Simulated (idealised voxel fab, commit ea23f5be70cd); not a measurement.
The following process module bears the name voxel plated lines.
Each square cell in cross-section cut measures 5 nm, and the section as a whole is 300 nm wide.
Bands, listed from the top down, are how a cross-section gets written in this document; the cross-section itself is a grid of square cells, and a band is one or more rows of them.
Each band's line starts with the height of the band's top and of its bottom, in nm. Then come its materials from left to right, each with its width in nm. One material with "everywhere" fills the band from edge to edge. "air" is empty space.
We count height from 0. Below that, the starting wafer is all one material. The lowest band never ends at the bottom but goes on down; see "0 -> down" for how that is written.
Think of "30..40" as a width that walks from the first number to the second as you go down the band, top row to bottom row, taking equal-sized steps from row to row.
The designation "remains unaltered", where it is given for a processing step, indicates that no cell of the cross-section was altered in the course of that step.
The entry "Sealed void list" lists the empty spaces that cover at least 8 cells and have no open path to the top. Each is written as width x height at distance, where the distance is measured from the left edge and all three values are in nm.
Past the settings on a step's line: simulator remark, on that step.
overlay nm: step with mask; distance mask lay right of planned place; negative value = left of planned place.
Planned step list for the process:
1 RECEIVE | material Si
2 CONFORMAL_DEP | material Al2O3 | thk nm 10
3 DIRECTIONAL_DEP | material TiN | thk nm 5
4 PATTERN | tone open | mask id LINES | material resist | width nm 15 | pitch nm 45 | thk nm 35 | overlay nm 0
5 EPI | material Ru | thk nm 10
6 EPI | material Ru | thk nm 10
7 EPI | material Ru | thk nm 10
8 STRIP | etch materials resist
9 DIRECTIONAL_ETCH | etch materials TiN | depth nm 5
10 CONFORMAL_DEP | material SiN | thk nm 5
The plan shows the thk nm of step 3 as the first wafer had it; this setting differs between the wafers, which start out alike.
Cross-section, first of several wafers, as delivered after step 1:
* 0 -> down  Si everywhere
* Sealed void list: none
wafer rows; end of module; cells per material since receipt: (+) gained, (-) lost; then closed voids:
thk nm 5 | +120 Al2O3 | +54 Ru | +102 SiN | +9 TiN | Sealed void list: none
thk nm 10 | +120 Al2O3 | +54 Ru | +102 SiN | +69 TiN | Sealed void list: none
thk nm 15 | +120 Al2O3 | +54 Ru | +102 SiN | +129 TiN | Sealed void list: none
thk nm 20 | +120 Al2O3 | +54 Ru | +102 SiN | +189 TiN | Sealed void list: none
